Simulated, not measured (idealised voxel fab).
Module name: voxel double patterning (process module)
This is section cut - it's 255 nm across, gridded in 5 nm square cells.
Cross-sections here: square-cell grids, written as top-down lists of bands, a band being one or more rows of cells.
It is stipulated that each band's entry specify, in nanometres, the height of the top of the band and then that of its bottom, followed by the materials of the band in left-to-right sequence, each together with its width in nanometres. A single material marked by the word "all across" is understood to fill the band from edge to edge; the word "air" is understood to denote empty space.
Where do heights start? At 0: under that level the wafer as delivered is made of one material only. And the lowest band has no floor; it just carries on downward, as in "0..down".
Top row gets the first number, bottom row gets the second, and each row in between changes by the same step: that is how a band width like "30..40" works.
"stayed the same" after a step means that no cell of the cross-section changed.
Enclosed empty spaces: empty space of 8 cells or more with no open way to the top, each as width x height at its distance from the left edge, in nm
Formally, on a step line, whatever follows the settings is a remark that the simulator itself makes on the step.
The "overlay nm" setting may appear on a step's line; for a step that uses a mask, it gives how far to the right of its planned position the mask lay, and a negative value indicates the left.

PLAN
1) RECEIVE: material Si
2) CONFORMAL_DEP: material SiO2, thk nm 5
3) DIRECTIONAL_DEP: material TiN, thk nm 10
4) DIRECTIONAL_DEP: material SiCN, thk nm 5
5) PATTERN: tone open, mask id FIRST, material resist, width nm 15, pitch nm 50, thk nm 15, overlay nm 0
6) DIRECTIONAL_ETCH: etch materials SiCN, depth nm 5
7) STRIP: etch materials resist
8) MASKED_ETCH: tone open, mask id SECOND, width nm 15, etch materials SiCN, depth nm 5, overlay nm 0
9) DIRECTIONAL_ETCH: etch materials TiN, depth nm 10
10) STRIP: etch materials SiCN

OF TWO WAFERS, THE FIRST: RUN ACCORDING TO PLAN

DELIVERED WAFER IN CROSS-SECTION: STATE AFTER STEP 1
    0..down = Si all across
    Enclosed empty spaces: none

PRESENTED HERE IS A CROSS-SECTION OF THE WAFER AFTER STEP 2 HAS BEEN PERFORMED
    5..0 = SiO2 all across
    Everything under 0 stays put, no change at all.

PRESENTED HERE IS A CROSS-SECTION OF THE WAFER AFTER STEP 3 HAS BEEN PERFORMED
    15..5 = TiN all across
    Everything under 5 stays put, no change at all.

PRESENTED HERE IS A CROSS-SECTION OF THE WAFER AFTER STEP 4 HAS BEEN PERFORMED
    20..15 = SiCN all across
    Everything under 15 stays put, no change at all.

PRESENTED HERE IS A CROSS-SECTION OF THE WAFER AFTER STEP 5 HAS BEEN PERFORMED
    35..20 = 95 resist, then 15 air, then 35 resist, then 15 air, then 95 resist
    Everything under 20 stays put, no change at all.

PRESENTED HERE IS A CROSS-SECTION OF THE WAFER AFTER STEP 6 HAS BEEN PERFORMED
    35..20 = 95 resist, then 15 air, then 35 resist, then 15 air, then 95 resist
    20..15 = 95 SiCN, then 15 air, then 35 SiCN, then 15 air, then 95 SiCN
    Everything under 15 stays put, no change at all.

PRESENTED HERE IS A CROSS-SECTION OF THE WAFER AFTER STEP 7 HAS BEEN PERFORMED
    20..15 = 95 SiCN, then 15 air, then 35 SiCN, then 15 air, then 95 SiCN
    Everything under 15 stays put, no change at all.

PRESENTED HERE IS A CROSS-SECTION OF THE WAFER AFTER STEP 8 HAS BEEN PERFORMED
    20..15 = 95 SiCN, then 15 air, then 10 SiCN, then 15 air, then 10 SiCN, then 15 air, then 95 SiCN
    Everything under 15 stays put, no change at all.

PRESENTED HERE IS A CROSS-SECTION OF THE WAFER AFTER STEP 9 HAS BEEN PERFORMED
    20..15 = 95 SiCN, then 15 air, then 10 SiCN, then 15 air, then 10 SiCN, then 15 air, then 95 SiCN
    15..5 = 95 TiN, then 15 air, then 10 TiN, then 15 air, then 10 TiN, then 15 air, then 95 TiN
    Everything under 5 stays put, no change at all.

PRESENTED HERE IS A CROSS-SECTION OF THE WAFER AFTER STEP 10 HAS BEEN PERFORMED
    15..5 = 95 TiN, then 15 air, then 10 TiN, then 15 air, then 10 TiN, then 15 air, then 95 TiN
    Everything under 5 stays put, no change at all.

HERE THE SECOND WAFER IS DESCRIBED. ITS START AND ITS PLAN WERE THOSE OF THE FIRST WAFER. ITS RUN CONTAINED ONE MISTAKE. UP TO AND INCLUDING STEP 7, IT DID EXACTLY WHAT THE FIRST WAFER DID

PLANNED END OF STEP 8: SECOND WAFER, CROSS-SECTION
    20..15 = 95 SiCN, then 15 air, then 10 SiCN, then 20 air, then 5 SiCN, then 15 air, then 95 SiCN
    Everything under 15 stays put, no change at all.

PLANNED END OF STEP 9: SECOND WAFER, CROSS-SECTION
    20..15 = 95 SiCN, then 15 air, then 10 SiCN, then 20 air, then 5 SiCN, then 15 air, then 95 SiCN
    15..5 = 95 TiN, then 15 air, then 10 TiN, then 20 air, then 5 TiN, then 15 air, then 95 TiN
    Everything under 5 stays put, no change at all.

PLANNED END OF STEP 10: SECOND WAFER, CROSS-SECTION
    15..5 = 95 TiN, then 15 air, then 10 TiN, then 20 air, then 5 TiN, then 15 air, then 95 TiN
    Everything under 5 stays put, no change at all.
Nonconformance to the process plan: planned and actual differ for step 8; actual: MASKED_ETCH: tone open, mask id SECOND, width nm 20, etch materials SiCN, depth nm 5, overlay nm 0
It is noted that, at the conclusion of processing, the second wafer exhibits a higher or lower cell count for certain materials relative to the first: TiN -2
